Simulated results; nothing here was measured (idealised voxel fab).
Process module heading - voxel gate over fins
This is section cut - it's 295 nm across, gridded in 5 nm square cells.
Square cells in a grid make up a cross-section in this document, and the grid is given as bands, listed from the top down, each one or more rows of cells. For a band, the entry starts with two heights in nm, that of the top and then that of the bottom, and carries on with the band's materials in order from left to right, each alongside its width in nm; the word "edge to edge" beside a single material means it fills the band edge to edge, and "blank" means empty space. Ref level 0: as-received wafer is one material below here. Bottom band extends down with no lower bound ("from 0 down"). You'd read "30..40" like this: the band's top row of cells is as wide as the first number, its bottom row is as wide as the second, and going down, every row changes width by the same amount as the row before did. Any step labelled "nothing altered" changed none of the cells in the cross-section. Closed-off voids of 8+ cells (no open route to the top) go in "Enclosed internal voids", written width x height at distance from the left edge, in nm. Anything after a step's settings on that line? It's the simulator's own note about the step. Steps that use a mask can have "overlay nm" on their line. It says how far the mask sat to the right of where it was meant to be. Negative means to the left.
Steps in the process plan
1 RECEIVE, material Si
2 CONFORMAL_DEP, material SiN, thk nm 10
3 PATTERN, tone cover, mask id FINS, material resist, width nm 15, pitch nm 45, thk nm 15, overlay nm 0
4 DIRECTIONAL_ETCH, etch materials SiN, depth nm 10
5 DIRECTIONAL_ETCH, etch materials Si, depth nm 40
6 STRIP, etch materials resist
7 OXIDIZE, depth nm 5
8 FILL_DEP, material SiO2, thk nm 15
9 CMP, height nm 10
10 SELECTIVE_ETCH, etch materials SiO2, depth nm 25
11 STRIP, etch materials SiN
12 CONFORMAL_DEP, material HfO2, thk nm 5
13 CONFORMAL_DEP, material TiN, thk nm 5
14 CONFORMAL_DEP, material TiAl, thk nm 5
15 CONFORMAL_DEP, material TiN, thk nm 5
16 FILL_DEP, material W, thk nm 15
17 CMP, height nm 30
18 CONFORMAL_DEP, material SiCN, thk nm 5
This is the cross-section of the wafer as we received it, i.e. after step 1
* from 0 down | Si edge to edge
* Enclosed internal voids: none
Cross-section, end of module. Start: as above. Plan: as above. Execution: one mistake
* from 35 to 30 | SiCN edge to edge
* from 30 to 20 | W edge to edge
* from 20 to 15 | W: 55 | TiN: 185 | W: 55
* from 15 to 10 | W: 55 | TiN: 5 | TiAl: 40 | TiN: 5 | TiAl: 40 | TiN: 5 | TiAl: 40 | TiN: 5 | TiAl: 40 | TiN: 5 | W: 55
* from 10 to 5 | W: 55 | TiN: 5 | TiAl: 5 | TiN: 30 | TiAl: 5 | TiN: 5 | TiAl: 5 | TiN: 30 | TiAl: 5 | TiN: 5 | TiAl: 5 | TiN: 30 | TiAl: 5 | TiN: 5 | TiAl: 5 | TiN: 30 | TiAl: 5 | TiN: 5 | W: 55
* from 5 to 0 | TiN: 60 | TiAl: 5 | TiN: 5 | HfO2: 20 | TiN: 5 | TiAl: 5 | TiN: 5 | TiAl: 5 | TiN: 5 | HfO2: 20 | TiN: 5 | TiAl: 5 | TiN: 5 | TiAl: 5 | TiN: 5 | HfO2: 20 | TiN: 5 | TiAl: 5 | TiN: 5 | TiAl: 5 | TiN: 5 | HfO2: 20 | TiN: 5 | TiAl: 5 | TiN: 60
* from 0 to -5 | TiAl: 65 | TiN: 5 | HfO2: 5 | Si: 10 | HfO2: 5 | TiN: 5 | TiAl: 15 | TiN: 5 | HfO2: 5 | Si: 10 | HfO2: 5 | TiN: 5 | TiAl: 15 | TiN: 5 | HfO2: 5 | Si: 10 | HfO2: 5 | TiN: 5 | TiAl: 15 | TiN: 5 | HfO2: 5 | Si: 10 | HfO2: 5 | TiN: 5 | TiAl: 65
* from -5 to -10 | TiN: 70 | HfO2: 5 | Si: 10 | HfO2: 5 | TiN: 25 | HfO2: 5 | Si: 10 | HfO2: 5 | TiN: 25 | HfO2: 5 | Si: 10 | HfO2: 5 | TiN: 25 | HfO2: 5 | Si: 10 | HfO2: 5 | TiN: 70
* from -10 to -15 | HfO2: 75 | Si: 10 | HfO2: 35 | Si: 10 | HfO2: 35 | Si: 10 | HfO2: 35 | Si: 10 | HfO2: 75
* from -15 to -45 | SiO2: 75 | Si: 10 | SiO2: 35 | Si: 10 | SiO2: 35 | Si: 10 | SiO2: 35 | Si: 10 | SiO2: 75
* from -45 down | Si edge to edge
* Enclosed internal voids: none
The plan and the run diverged here: contrary to plan, step 3 was performed as PATTERN, tone cover, mask id FINS, material resist, width nm 20, pitch nm 45, thk nm 15, overlay nm 0
